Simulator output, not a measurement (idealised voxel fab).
Herein follows the process module entitled voxel gate over fins.
Pictured: cross-section cut, 250 nm wide, on a grid of 5 nm square cells.
Cross-section, as written here: a square-cell grid given band by band from the top down, where a band holds one or more rows of cells.
Per band: top height and bottom height in nm, followed by the left-to-right materials and their widths in nm; "all across" marks a single material spanning edge to edge, "air" marks empty space.
Heights are measured from 0, the level below which the as-received wafer is all one material; the lowest band has no bottom and continues downward, written as in "0 down".
With a width like "30->40", each row of cells in the band differs from the next by the same amount, the top row carrying the first number and the bottom row the second.
The designation "no alteration", where it is given for a processing step, indicates that no cell of the cross-section was altered in the course of that step.
Look at "Sealed internal voids" for the closed voids: empty spaces with no open path to the top, sized 8 cells or up. Each is width x height at distance, distance from the left edge, all nm.
Past the settings on a step's line: simulator remark, on that step.
"overlay nm" answers the question of how far to the right of plan the mask lay on a step that has a mask, and when it is negative the answer is to the left.
# Planned step list for the process
| 1 | op RECEIVE | material Si |
| 2 | op CONFORMAL_DEP | material SiN | thk nm 5 |
| 3 | op PATTERN | tone cover | mask id FINS | material resist | width nm 15 | pitch nm 40 | thk nm 15 | overlay nm 0 |
| 4 | op DIRECTIONAL_ETCH | etch materials SiN | depth nm 5 |
| 5 | op DIRECTIONAL_ETCH | etch materials Si | depth nm 35 |
| 6 | op STRIP | etch materials resist |
| 7 | op FILL_DEP | material SiO2 | thk nm 15 |
| 8 | op CMP | height nm 5 |
| 9 | op SELECTIVE_ETCH | etch materials SiO2 | depth nm 15 |
| 10 | op STRIP | etch materials SiN |
| 11 | op CONFORMAL_DEP | material HfO2 | thk nm 5 |
| 12 | op CONFORMAL_DEP | material TiN | thk nm 5 |
| 13 | op CONFORMAL_DEP | material TiAl | thk nm 5 |
| 14 | op CONFORMAL_DEP | material TiN | thk nm 5 |
| 15 | op FILL_DEP | material W | thk nm 10 |
| 16 | op CMP | height nm 25 |
| 17 | op CONFORMAL_DEP | material SiN | thk nm 10 |
# Shown in cross-section is the wafer as received, that is, as it stands after step 1
	0 down = Si all across
	Sealed internal voids: none
# End-of-module cross-section of the first of two wafers, processed as planned
	35 to 25 = SiN all across
	25 to 20 = W all across
	20 to 15 = W 35 nm; TiN 175 nm; W 40 nm
	15 to 10 = W 35 nm; TiN 5 nm; TiAl 165 nm; TiN 5 nm; W 40 nm
	10 to 5 = TiN 40 nm; TiAl 5 nm; TiN 35 nm; TiAl 5 nm; TiN 35 nm; TiAl 5 nm; TiN 35 nm; TiAl 5 nm; TiN 35 nm; TiAl 5 nm; TiN 45 nm
	5 to 0 = TiAl 45 nm; TiN 5 nm; HfO2 25 nm; TiN 5 nm; TiAl 5 nm; TiN 5 nm; HfO2 25 nm; TiN 5 nm; TiAl 5 nm; TiN 5 nm; HfO2 25 nm; TiN 5 nm; TiAl 5 nm; TiN 5 nm; HfO2 25 nm; TiN 5 nm; TiAl 50 nm
	0 to -5 = TiN 50 nm; HfO2 5 nm; Si 15 nm; HfO2 5 nm; TiN 15 nm; HfO2 5 nm; Si 15 nm; HfO2 5 nm; TiN 15 nm; HfO2 5 nm; Si 15 nm; HfO2 5 nm; TiN 15 nm; HfO2 5 nm; Si 15 nm; HfO2 5 nm; TiN 55 nm
	-5 to -10 = HfO2 55 nm; Si 15 nm; HfO2 25 nm; Si 15 nm; HfO2 25 nm; Si 15 nm; HfO2 25 nm; Si 15 nm; HfO2 60 nm
	-10 to -35 = SiO2 55 nm; Si 15 nm; SiO2 25 nm; Si 15 nm; SiO2 25 nm; Si 15 nm; SiO2 25 nm; Si 15 nm; SiO2 60 nm
	-35 down = Si all across
	Sealed internal voids: none
# So this is wafer number two of the two, cut at the end of the module - it started where the first did and had the same plan, we just got one thing wrong running it
	35 to 25 = SiN all across
	25 to 20 = W all across
	20 to 15 = W 35 nm; TiN 175 nm; W 40 nm
	15 to 10 = W 35 nm; TiN 5 nm; TiAl 165 nm; TiN 5 nm; W 40 nm
	10 to 5 = TiN 40 nm; TiAl 5 nm; TiN 35 nm; TiAl 5 nm; TiN 35 nm; TiAl 5 nm; TiN 35 nm; TiAl 5 nm; TiN 35 nm; TiAl 5 nm; TiN 45 nm
	5 to 0 = TiAl 45 nm; TiN 5 nm; HfO2 25 nm; TiN 5 nm; TiAl 5 nm; TiN 5 nm; HfO2 25 nm; TiN 5 nm; TiAl 5 nm; TiN 5 nm; HfO2 25 nm; TiN 5 nm; TiAl 5 nm; TiN 5 nm; HfO2 25 nm; TiN 5 nm; TiAl 50 nm
	0 to -5 = TiN 50 nm; HfO2 5 nm; Si 15 nm; HfO2 5 nm; TiN 15 nm; HfO2 5 nm; Si 15 nm; HfO2 5 nm; TiN 15 nm; HfO2 5 nm; Si 15 nm; HfO2 5 nm; TiN 15 nm; HfO2 5 nm; Si 15 nm; HfO2 5 nm; TiN 55 nm
	-5 to -10 = HfO2 55 nm; Si 15 nm; HfO2 25 nm; Si 15 nm; HfO2 25 nm; Si 15 nm; HfO2 25 nm; Si 15 nm; HfO2 60 nm
	-10 to -40 = SiO2 55 nm; Si 15 nm; SiO2 25 nm; Si 15 nm; SiO2 25 nm; Si 15 nm; SiO2 25 nm; Si 15 nm; SiO2 60 nm
	-40 down = Si all across
	Sealed internal voids: none
Heads up, the wafer didn't run the way we planned it: heads up, step 5 didn't go per plan, it actually ran as op DIRECTIONAL_ETCH | etch materials Si | depth nm 40
Materials where the second wafer ends with more or fewer cells than the first: Si: 38 fewer; SiO2: 38 more
